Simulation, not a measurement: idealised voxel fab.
process module | voxel spacer lines
cross-section cut | 295 nm wide | cells 5 nm
A cross-section is a grid of square cells, given in bands from the top down. A band is one or more rows of cells.
Each band's line starts with the height of the band's top and of its bottom, in nm. Then come its materials from left to right, each with its width in nm. One material with "throughout" fills the band from edge to edge. "air" is empty space.
Height 0 is the level under which the wafer as received is all one material. The lowest band goes on downwards, as in "0 down".
A width such as "30 to 40" changes by the same amount from each row of cells to the next, from the band's top row to its bottom row.
"no change" after a step means that no cell of the cross-section changed.
closed voids: empty space of 8 cells or more with no open way to the top, each as width x height at its distance from the left edge, in nm
after a step's settings: what the simulator itself notes on the step
overlay nm, on a step with a mask: how far to the right of its planned place the mask lay; to the left if negative
plan
1 op RECEIVE | material Si
2 op CONFORMAL_DEP | material Al2O3 | thk nm 5
3 op DIRECTIONAL_DEP | material polySi | thk nm 10
4 op DIRECTIONAL_DEP | material aC | thk nm 25
5 op PATTERN | tone cover | mask id MANDREL | material resist | width nm 20 | pitch nm 60 | thk nm 35 | overlay nm 0
6 op DIRECTIONAL_ETCH | etch materials aC | depth nm 25
7 op STRIP | etch materials resist
8 op CONFORMAL_DEP | material SiO2 | thk nm 10
9 op DIRECTIONAL_ETCH | etch materials SiO2 | depth nm 10
10 op STRIP | etch materials aC
11 op DIRECTIONAL_ETCH | etch materials polySi | depth nm 10
12 op STRIP | etch materials SiO2
13 op FILL_DEP | material lowk | thk nm 5
14 op CMP | height nm 15
as received, after step 1
  0 down: Si throughout
  closed voids: none
a wafer at the end: this start, this plan, one mistake
  15 to 5: lowk 70 | polySi 5 | lowk 20 | polySi 5 | lowk 30 | polySi 5 | lowk 20 | polySi 5 | lowk 30 | polySi 5 | lowk 20 | polySi 5 | lowk 75
  5 to 0: Al2O3 throughout
  0 down: Si throughout
  closed voids: none
what went wrong: step 8 ran as: op CONFORMAL_DEP | material SiO2 | thk nm 5
